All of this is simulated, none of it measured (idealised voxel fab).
voxel self aligned vias: a process module
The cross-section on display is named cut; it measures 280 nm wide, and its cells are 5 nm squares.
Cross-section spec: square-cell grid; bands listed top down; each band is one or more rows. Top height, bottom height, nm. Materials left to right, width each, nm. Single material + "full width" = fills band edge to edge. "air" = empty. For the purposes of this specification, 0 denotes the height below which the wafer in its as-received condition is composed wholly of one material, and the lowermost band, lacking a lower limit, extends downward without end, as expressed in "0 and below". Read "30..40" as a graded width: first number on top, second number at the bottom, same change between each pair of neighbouring rows. Where a step carries "stayed the same", the cross-section came out of it unchanged, cell for cell. Empty spaces without an open route to the top, at least 8 cells in extent, make up the entry "Closed internal voids"; each is given as width x height at distance, where the distance is measured from the left edge, and all are in nm. after a step's settings: what the simulator itself notes on the step. "overlay nm" on a masked step: distance the mask lay right of its planned place, negative for left.

## Below is the list of planned process steps
1 RECEIVE [material Si]
2 CONFORMAL_DEP [material SiO2] [thk nm 15]
3 CONFORMAL_DEP [material SiCN] [thk nm 5]
4 DIRECTIONAL_DEP [material SiO2] [thk nm 30]
5 DIRECTIONAL_DEP [material aC] [thk nm 10]
6 PATTERN [tone open] [mask id LINES] [material resist] [width nm 15] [pitch nm 45] [thk nm 25] [overlay nm 0]
7 DIRECTIONAL_ETCH [etch materials aC] [depth nm 10]
8 STRIP [etch materials resist]
9 DIRECTIONAL_ETCH [etch materials SiO2] [depth nm 30]
10 STRIP [etch materials aC]
11 CONFORMAL_DEP [material TiN] [thk nm 5]
12 FILL_DEP [material Ru] [thk nm 5]
13 CMP [height nm 50]
14 SELECTIVE_ETCH [etch materials W Ru TiN] [depth nm 10]
15 FILL_DEP [material SiN] [thk nm 5]
16 CMP [height nm 50]
17 DIRECTIONAL_DEP [material SiO2] [thk nm 15]
18 DIRECTIONAL_DEP [material aC] [thk nm 10]
19 PATTERN [tone open] [mask id VIAS] [material resist] [width nm 30] [thk nm 25] [overlay nm 0]
20 DIRECTIONAL_ETCH [etch materials aC] [depth nm 10]
21 STRIP [etch materials resist]
22 DIRECTIONAL_ETCH [etch materials SiO2] [depth nm 15]
23 DIRECTIONAL_ETCH [etch materials SiN] [depth nm 10]
24 STRIP [etch materials aC]
25 CONFORMAL_DEP [material TiN] [thk nm 5]
26 FILL_DEP [material Ru] [thk nm 10]
27 CMP [height nm 65]
28 CONFORMAL_DEP [material SiCN] [thk nm 5]
The plan's step 6 width nm is the first wafer's value; the wafers differ in this setting and start identical.

## Received wafers, first of several: cross-section after step 1
  0 and below | Si full width
  Closed internal voids: none

## Cross-section after step 28, the final step of the module, for the first of several wafers
  70 down to 65 | SiCN full width
  65 down to 55 | 100 SiO2 / 5 TiN / 20 Ru / 5 TiN / 150 SiO2
  55 down to 50 | 100 SiO2 / 15 TiN / 5 Ru / 10 TiN / 150 SiO2
  50 down to 45 | 110 SiO2 / 5 TiN / 5 Ru / 5 TiN / 30 SiO2 / 15 SiN / 110 SiO2
  45 down to 40 | 110 SiO2 / 15 TiN / 30 SiO2 / 15 SiN / 110 SiO2
  40 down to 25 | 110 SiO2 / 5 TiN / 5 Ru / 5 TiN / 30 SiO2 / 5 TiN / 5 Ru / 5 TiN / 110 SiO2
  25 down to 20 | 110 SiO2 / 15 TiN / 30 SiO2 / 15 TiN / 110 SiO2
  20 down to 15 | SiCN full width
  15 down to 0 | SiO2 full width
  0 and below | Si full width
  Closed internal voids: none

## last wafer at the end
  70 down to 65 | SiCN full width
  65 down to 50 | 100 SiO2 / 5 TiN / 20 Ru / 5 TiN / 150 SiO2
  50 down to 45 | 100 SiO2 / 5 TiN / 20 Ru / 5 TiN / 15 SiO2 / 30 SiN / 105 SiO2
  45 down to 40 | 100 SiO2 / 30 TiN / 15 SiO2 / 30 SiN / 105 SiO2
  40 down to 25 | 100 SiO2 / 5 TiN / 20 Ru / 5 TiN / 15 SiO2 / 5 TiN / 20 Ru / 5 TiN / 105 SiO2
  25 down to 20 | 100 SiO2 / 30 TiN / 15 SiO2 / 30 TiN / 105 SiO2
  20 down to 15 | SiCN full width
  15 down to 0 | SiO2 full width
  0 and below | Si full width
  Closed internal voids: none

## wafer rows; end of module; cells per material since receipt: (+) gained, (-) lost; then closed voids
width nm 15 | +16 Ru | +112 SiCN | +6 SiN | +618 SiO2 | +32 TiN | Closed internal voids: none
width nm 20 | +24 Ru | +112 SiCN | +8 SiN | +606 SiO2 | +34 TiN | Closed internal voids: none
width nm 25 | +32 Ru | +112 SiCN | +10 SiN | +594 SiO2 | +36 TiN | Closed internal voids: none
width nm 30 | +40 Ru | +112 SiCN | +12 SiN | +582 SiO2 | +38 TiN | Closed internal voids: none
